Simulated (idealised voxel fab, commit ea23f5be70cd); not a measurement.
process module | voxel plated lines
cross-section cut | 265 nm wide | cells 5 nm
A cross-section is a grid of square cells, given in bands from the top down. A band is one or more rows of cells.
Each band's line starts with the height of the band's top and of its bottom, in nm. Then come its materials from left to right, each with its width in nm. One material with "throughout" fills the band from edge to edge. "air" is empty space.
Height 0 is the level under which the wafer as received is all one material. The lowest band goes on downwards, as in "0 down".
A width such as "30 to 40" changes by the same amount from each row of cells to the next, from the band's top row to its bottom row.
"no change" after a step means that no cell of the cross-section changed.
closed voids: empty space of 8 cells or more with no open way to the top, each as width x height at its distance from the left edge, in nm
after a step's settings: what the simulator itself notes on the step
overlay nm, on a step with a mask: how far to the right of its planned place the mask lay; to the left if negative
plan
1 op RECEIVE | material Si
2 op CONFORMAL_DEP | material Al2O3 | thk nm 10
3 op DIRECTIONAL_DEP | material TiN | thk nm 5
4 op PATTERN | tone open | mask id LINES | material resist | width nm 15 | pitch nm 35 | thk nm 20 | overlay nm 0
5 op EPI | material Ru | thk nm 5
6 op STRIP | etch materials resist
7 op DIRECTIONAL_ETCH | etch materials TiN | depth nm 5
8 op CONFORMAL_DEP | material SiN | thk nm 10
as received, after step 1
  0 down: Si throughout
  closed voids: none
first wafer at the end, as planned
  30 to 20: air 80 | SiN 105 | air 80
  20 to 15: SiN 90 | Ru 15 | SiN 20 | Ru 15 | SiN 20 | Ru 15 | SiN 90
  15 to 10: SiN 90 | TiN 15 | SiN 20 | TiN 15 | SiN 20 | TiN 15 | SiN 90
  10 to 0: Al2O3 throughout
  0 down: Si throughout
  closed voids: none
second wafer at the end: like start, like plan, one mistake
  30 to 20: SiN throughout
  20 to 15: Ru 90 | SiN 15 | Ru 20 | SiN 15 | Ru 20 | SiN 15 | Ru 90
  15 to 10: TiN 90 | SiN 15 | TiN 20 | SiN 15 | TiN 20 | SiN 15 | TiN 90
  10 to 0: Al2O3 throughout
  0 down: Si throughout
  closed voids: none
what went wrong: step 4 ran as: op PATTERN | tone cover | mask id LINES | material resist | width nm 15 | pitch nm 35 | thk nm 20 | overlay nm 0
at the end the second wafer has, in cells: 35 more of Ru | 6 fewer of SiN | 35 more of TiN
